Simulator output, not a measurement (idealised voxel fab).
process module | voxel self aligned vias
cross-section cut | 210 nm wide | cells 5 nm
A cross-section is a grid of square cells, given in bands from the top down. A band is one or more rows of cells.
Each band's line starts with the height of the band's top and of its bottom, in nm. Then come its materials from left to right, each with its width in nm. One material with "throughout" fills the band from edge to edge. "air" is empty space.
Height 0 is the level under which the wafer as received is all one material. The lowest band goes on downwards, as in "0 down".
A width such as "30 to 40" changes by the same amount from each row of cells to the next, from the band's top row to its bottom row.
"no change" after a step means that no cell of the cross-section changed.
closed voids: empty space of 8 cells or more with no open way to the top, each as width x height at its distance from the left edge, in nm
after a step's settings: what the simulator itself notes on the step
overlay nm, on a step with a mask: how far to the right of its planned place the mask lay; to the left if negative
plan
1 op RECEIVE | material Si
2 op CONFORMAL_DEP | material SiO2 | thk nm 10
3 op CONFORMAL_DEP | material SiCN | thk nm 5
4 op DIRECTIONAL_DEP | material SiO2 | thk nm 30
5 op PATTERN | tone open | mask id LINES | material resist | width nm 20 | pitch nm 65 | thk nm 15 | overlay nm 0
6 op DIRECTIONAL_ETCH | etch materials SiO2 | depth nm 30
7 op STRIP | etch materials resist
8 op CONFORMAL_DEP | material TiN | thk nm 5
9 op FILL_DEP | material W | thk nm 5
10 op CMP | height nm 45
11 op SELECTIVE_ETCH | etch materials W Ru TiN | depth nm 5
12 op FILL_DEP | material SiN | thk nm 5
13 op CMP | height nm 45
14 op DIRECTIONAL_DEP | material SiO2 | thk nm 20
15 op DIRECTIONAL_DEP | material aC | thk nm 10
16 op PATTERN | tone open | mask id VIAS | material resist | width nm 40 | pitch nm 130 | thk nm 30 | overlay nm 0
17 op DIRECTIONAL_ETCH | etch materials aC | depth nm 10
18 op STRIP | etch materials resist
19 op DIRECTIONAL_ETCH | etch materials SiO2 | depth nm 20
20 op DIRECTIONAL_ETCH | etch materials SiN | depth nm 5
21 op STRIP | etch materials aC
22 op CONFORMAL_DEP | material TiN | thk nm 5
23 op FILL_DEP | material Cu | thk nm 5
24 op CMP | height nm 65
25 op CONFORMAL_DEP | material SiCN | thk nm 5
varied across the wafers: depth nm of step 11. The plan shows the first wafer's value. All wafers start alike
first wafer as received, after step 1
  0 down: Si throughout
  closed voids: none
each wafer at the end: cells of each material gained (+) or lost (-) since it was received, then its closed voids
depth nm 5 | +40 Cu | +84 SiCN | +4 SiN | +368 SiO2 | +68 TiN | +24 W | closed voids: none
depth nm 10 | +40 Cu | +84 SiCN | +16 SiN | +368 SiO2 | +62 TiN | +18 W | closed voids: none
depth nm 15 | +40 Cu | +84 SiCN | +28 SiN | +368 SiO2 | +56 TiN | +12 W | closed voids: none
depth nm 20 | +40 Cu | +84 SiCN | +40 SiN | +368 SiO2 | +50 TiN | +6 W | closed voids: none
